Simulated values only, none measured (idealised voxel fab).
This is a process module. Its name is voxel gate over fins.
Shown is cross-section cut, with a width of 160 nm and square cells of size 5 nm.
Bands, listed from the top down, are how a cross-section gets written in this document; the cross-section itself is a grid of square cells, and a band is one or more rows of them. First you get the band's top height and its bottom height, in nm, and then the materials it's made of, left to right, with each width in nm. If you see a single material with "edge to edge", that one covers the band edge to edge. "empty" is empty space. Height is counted from the level 0, under which the received wafer is composed throughout of one material. The lowest of the bands is not closed at the bottom but continues downward, in the notation "0 and below". Width spec "30 to 40" -> top row of cells at first value, bottom row at second value, equal per-row change in between. It should be understood that the words "no alteration", when stated for a given step, signify that the cross-section underwent no change in any of its cells during that step. Entry "Enclosed void entries". Content: empty spaces with no open connection to the top, size 8 cells or greater. Each: width x height at distance. Distance: from left edge. Unit: nm. Past the settings on a step's line: simulator remark, on that step. overlay nm: how far to the right of its planned place the mask lay on this masked step (negative: to the left).

[Planned process steps]
1 RECEIVE: material Si
2 CONFORMAL_DEP: material SiN, thk nm 5
3 DIRECTIONAL_DEP: material aC, thk nm 10
4 PATTERN: tone cover, mask id FINS, material resist, width nm 15, pitch nm 35, thk nm 30, overlay nm 0
5 DIRECTIONAL_ETCH: etch materials aC, depth nm 10
6 STRIP: etch materials resist
7 DIRECTIONAL_ETCH: etch materials SiN, depth nm 5
8 DIRECTIONAL_ETCH: etch materials Si, depth nm 30
9 STRIP: etch materials aC
10 OXIDIZE: depth nm 5
11 FILL_DEP: material SiO2, thk nm 10
12 CMP: height nm 5
13 SELECTIVE_ETCH: etch materials SiO2, depth nm 15
14 STRIP: etch materials SiN
15 CONFORMAL_DEP: material HfO2, thk nm 5
16 CONFORMAL_DEP: material TiN, thk nm 5
17 CONFORMAL_DEP: material TiAl, thk nm 5
18 CONFORMAL_DEP: material TiN, thk nm 5
19 FILL_DEP: material W, thk nm 10
20 CMP: height nm 25
21 CONFORMAL_DEP: material SiCN, thk nm 5

[The first wafer of two, processed as planned]

[Received-state cross-section, reflecting completion of step 1]
	0 and below | Si edge to edge
	Enclosed void entries: none

[Cross-sectional representation of the wafer at the conclusion of step 2]
	5 down to 0 | SiN edge to edge
	At heights below 0, the structure remains unaltered.

[Cross-sectional representation of the wafer at the conclusion of step 3]
	15 down to 5 | aC edge to edge
	At heights below 5, the structure remains unaltered.

[Cross-sectional representation of the wafer at the conclusion of step 4]
	45 down to 15 | empty=55 / resist=15 / empty=20 / resist=15 / empty=55
	At heights below 15, the structure remains unaltered.

[Cross-sectional representation of the wafer at the conclusion of step 5]
	35 down to 15 | empty=55 / resist=15 / empty=20 / resist=15 / empty=55
	15 down to 5 | empty=55 / aC=15 / empty=20 / aC=15 / empty=55
	At heights below 5, the structure remains unaltered.

[Cross-sectional representation of the wafer at the conclusion of step 6]
	15 down to 5 | empty=55 / aC=15 / empty=20 / aC=15 / empty=55
	At heights below 5, the structure remains unaltered.

[Cross-sectional representation of the wafer at the conclusion of step 7]
	15 down to 5 | empty=55 / aC=15 / empty=20 / aC=15 / empty=55
	5 down to 0 | empty=55 / SiN=15 / empty=20 / SiN=15 / empty=55
	At heights below 0, the structure remains unaltered.

[Cross-sectional representation of the wafer at the conclusion of step 8]
	15 down to 5 | empty=55 / aC=15 / empty=20 / aC=15 / empty=55
	5 down to 0 | empty=55 / SiN=15 / empty=20 / SiN=15 / empty=55
	0 down to -30 | empty=55 / Si=15 / empty=20 / Si=15 / empty=55
	At heights below -30, the structure remains unaltered.

[Cross-sectional representation of the wafer at the conclusion of step 9]
	5 down to 0 | empty=55 / SiN=15 / empty=20 / SiN=15 / empty=55
	At heights below 0, the structure remains unaltered.

[Cross-sectional representation of the wafer at the conclusion of step 10]
	5 down to 0 | empty=55 / SiN=15 / empty=20 / SiN=15 / empty=55
	0 down to -30 | empty=55 / SiO2=5 / Si=5 / SiO2=5 / empty=20 / SiO2=5 / Si=5 / SiO2=5 / empty=55
	-30 down to -35 | SiO2=60 / Si=5 / SiO2=30 / Si=5 / SiO2=60
	At heights below -35, the structure remains unaltered.

[Cross-sectional representation of the wafer at the conclusion of step 11]
	15 down to 5 | SiO2 edge to edge
	5 down to 0 | SiO2=55 / SiN=15 / SiO2=20 / SiN=15 / SiO2=55
	0 down to -35 | SiO2=60 / Si=5 / SiO2=30 / Si=5 / SiO2=60
	At heights below -35, the structure remains unaltered.

[Cross-sectional representation of the wafer at the conclusion of step 12]
	5 down to 0 | SiO2=55 / SiN=15 / SiO2=20 / SiN=15 / SiO2=55
	At heights below 0, the structure remains unaltered.

[Cross-sectional representation of the wafer at the conclusion of step 13]
	5 down to 0 | empty=55 / SiN=15 / empty=20 / SiN=15 / empty=55
	0 down to -10 | empty=60 / Si=5 / empty=30 / Si=5 / empty=60
	At heights below -10, the structure remains unaltered.

[Cross-sectional representation of the wafer at the conclusion of step 14]
	0 down to -10 | empty=60 / Si=5 / empty=30 / Si=5 / empty=60
	At heights below -10, the structure remains unaltered.

[Cross-sectional representation of the wafer at the conclusion of step 15]
	5 down to 0 | empty=55 / HfO2=15 / empty=20 / HfO2=15 / empty=55
	0 down to -5 | empty=55 / HfO2=5 / Si=5 / HfO2=5 / empty=20 / HfO2=5 / Si=5 / HfO2=5 / empty=55
	-5 down to -10 | HfO2=60 / Si=5 / HfO2=30 / Si=5 / HfO2=60
	At heights below -10, the structure remains unaltered.

[Cross-sectional representation of the wafer at the conclusion of step 16]
	10 down to 5 | empty=50 / TiN=25 / empty=10 / TiN=25 / empty=50
	5 down to 0 | empty=50 / TiN=5 / HfO2=15 / TiN=5 / empty=10 / TiN=5 / HfO2=15 / TiN=5 / empty=50
	0 down to -5 | TiN=55 / HfO2=5 / Si=5 / HfO2=5 / TiN=20 / HfO2=5 / Si=5 / HfO2=5 / TiN=55
	At heights below -5, the structure remains unaltered.

[Cross-sectional representation of the wafer at the conclusion of step 17]
	15 down to 10 | empty=45 / TiAl=70 / empty=45
	10 down to 5 | empty=45 / TiAl=5 / TiN=25 / TiAl=10 / TiN=25 / TiAl=5 / empty=45
	5 down to 0 | TiAl=50 / TiN=5 / HfO2=15 / TiN=5 / TiAl=10 / TiN=5 / HfO2=15 / TiN=5 / TiAl=50
	At heights below 0, the structure remains unaltered.

[Cross-sectional representation of the wafer at the conclusion of step 18]
	20 down to 15 | empty=40 / TiN=80 / empty=40
	15 down to 10 | empty=40 / TiN=5 / TiAl=70 / TiN=5 / empty=40
	10 down to 5 | TiN=45 / TiAl=5 / TiN=25 / TiAl=10 / TiN=25 / TiAl=5 / TiN=45
	At heights below 5, the structure remains unaltered.

[Cross-sectional representation of the wafer at the conclusion of step 19]
	30 down to 20 | W edge to edge
	20 down to 15 | W=40 / TiN=80 / W=40
	15 down to 10 | W=40 / TiN=5 / TiAl=70 / TiN=5 / W=40
	At heights below 10, the structure remains unaltered.

[Cross-sectional representation of the wafer at the conclusion of step 20]
	25 down to 20 | W edge to edge
	At heights below 20, the structure remains unaltered.

[Cross-sectional representation of the wafer at the conclusion of step 21]
	30 down to 25 | SiCN edge to edge
	At heights below 25, the structure remains unaltered.

[The second wafer was prepared from the same starting point and under the same plan as the first; its processing contained one mistake, and it remains indistinguishable from the first wafer up to and including step 3]

[Cross-section of the second wafer corresponding to the planned conclusion of step 4]
	45 down to 15 | resist=55 / empty=15 / resist=20 / empty=15 / resist=55
	At heights below 15, the structure remains unaltered.

[Cross-section of the second wafer corresponding to the planned conclusion of step 5]
	35 down to 15 | resist=55 / empty=15 / resist=20 / empty=15 / resist=55
	15 down to 5 | aC=55 / empty=15 / aC=20 / empty=15 / aC=55
	At heights below 5, the structure remains unaltered.

[Cross-section of the second wafer corresponding to the planned conclusion of step 6]
	15 down to 5 | aC=55 / empty=15 / aC=20 / empty=15 / aC=55
	At heights below 5, the structure remains unaltered.

[Cross-section of the second wafer corresponding to the planned conclusion of step 7]
	15 down to 5 | aC=55 / empty=15 / aC=20 / empty=15 / aC=55
	5 down to 0 | SiN=55 / empty=15 / SiN=20 / empty=15 / SiN=55
	At heights below 0, the structure remains unaltered.

[Cross-section of the second wafer corresponding to the planned conclusion of step 8]
	15 down to 5 | aC=55 / empty=15 / aC=20 / empty=15 / aC=55
	5 down to 0 | SiN=55 / empty=15 / SiN=20 / empty=15 / SiN=55
	0 down to -30 | Si=55 / empty=15 / Si=20 / empty=15 / Si=55
	At heights below -30, the structure remains unaltered.

[Cross-section of the second wafer corresponding to the planned conclusion of step 9]
	5 down to 0 | SiN=55 / empty=15 / SiN=20 / empty=15 / SiN=55
	At heights below 0, the structure remains unaltered.

[Cross-section of the second wafer corresponding to the planned conclusion of step 10]
	5 down to 0 | SiN=55 / empty=15 / SiN=20 / empty=15 / SiN=55
	0 down to -30 | Si=50 / SiO2=5 / empty=15 / SiO2=5 / Si=10 / SiO2=5 / empty=15 / SiO2=5 / Si=50
	-30 down to -35 | Si=50 / SiO2=25 / Si=10 / SiO2=25 / Si=50
	At heights below -35, the structure remains unaltered.

[Cross-section of the second wafer corresponding to the planned conclusion of step 11]
	15 down to 5 | SiO2 edge to edge
	5 down to 0 | SiN=55 / SiO2=15 / SiN=20 / SiO2=15 / SiN=55
	0 down to -35 | Si=50 / SiO2=25 / Si=10 / SiO2=25 / Si=50
	At heights below -35, the structure remains unaltered.

[Cross-section of the second wafer corresponding to the planned conclusion of step 12]
	5 down to 0 | SiN=55 / SiO2=15 / SiN=20 / SiO2=15 / SiN=55
	At heights below 0, the structure remains unaltered.

[Cross-section of the second wafer corresponding to the planned conclusion of step 13]
	5 down to 0 | SiN=55 / empty=15 / SiN=20 / empty=15 / SiN=55
	0 down to -10 | Si=50 / empty=25 / Si=10 / empty=25 / Si=50
	At heights below -10, the structure remains unaltered.

[Cross-section of the second wafer corresponding to the planned conclusion of step 14]
	0 down to -10 | Si=50 / empty=25 / Si=10 / empty=25 / Si=50
	At heights below -10, the structure remains unaltered.

[Cross-section of the second wafer corresponding to the planned conclusion of step 15]
	5 down to 0 | HfO2=55 / empty=15 / HfO2=20 / empty=15 / HfO2=55
	0 down to -5 | Si=50 / HfO2=5 / empty=15 / HfO2=5 / Si=10 / HfO2=5 / empty=15 / HfO2=5 / Si=50
	-5 down to -10 | Si=50 / HfO2=25 / Si=10 / HfO2=25 / Si=50
	At heights below -10, the structure remains unaltered.

[Cross-section of the second wafer corresponding to the planned conclusion of step 16]
	10 down to 5 | TiN=60 / empty=5 / TiN=30 / empty=5 / TiN=60
	5 down to 0 | HfO2=55 / TiN=5 / empty=5 / TiN=5 / HfO2=20 / TiN=5 / empty=5 / TiN=5 / HfO2=55
	0 down to -5 | Si=50 / HfO2=5 / TiN=15 / HfO2=5 / Si=10 / HfO2=5 / TiN=15 / HfO2=5 / Si=50
	At heights below -5, the structure remains unaltered.

[Cross-section of the second wafer corresponding to the planned conclusion of step 17]
	15 down to 10 | TiAl edge to edge
	10 down to 5 | TiN=60 / TiAl=5 / TiN=30 / TiAl=5 / TiN=60
	5 down to 0 | HfO2=55 / TiN=5 / TiAl=5 / TiN=5 / HfO2=20 / TiN=5 / TiAl=5 / TiN=5 / HfO2=55
	At heights below 0, the structure remains unaltered.

[Cross-section of the second wafer corresponding to the planned conclusion of step 18]
	20 down to 15 | TiN edge to edge
	At heights below 15, the structure remains unaltered.

[Cross-section of the second wafer corresponding to the planned conclusion of step 19]
	30 down to 20 | W edge to edge
	At heights below 20, the structure remains unaltered.

[Cross-section of the second wafer corresponding to the planned conclusion of step 20]
	25 down to 20 | W edge to edge
	At heights below 20, the structure remains unaltered.

[Cross-section of the second wafer corresponding to the planned conclusion of step 21]
	30 down to 25 | SiCN edge to edge
	At heights below 25, the structure remains unaltered.
Deviation noted in wafer processing: off-plan run, step 4, actual operation and settings PATTERN: tone open, mask id FINS, material resist, width nm 15, pitch nm 35, thk nm 30, overlay nm 0
At the finish, the second wafer shows more or fewer cells for some materials than the first does: 140 more of Si | 100 fewer of SiO2 | 4 fewer of TiAl | 4 fewer of TiN | 32 fewer of W
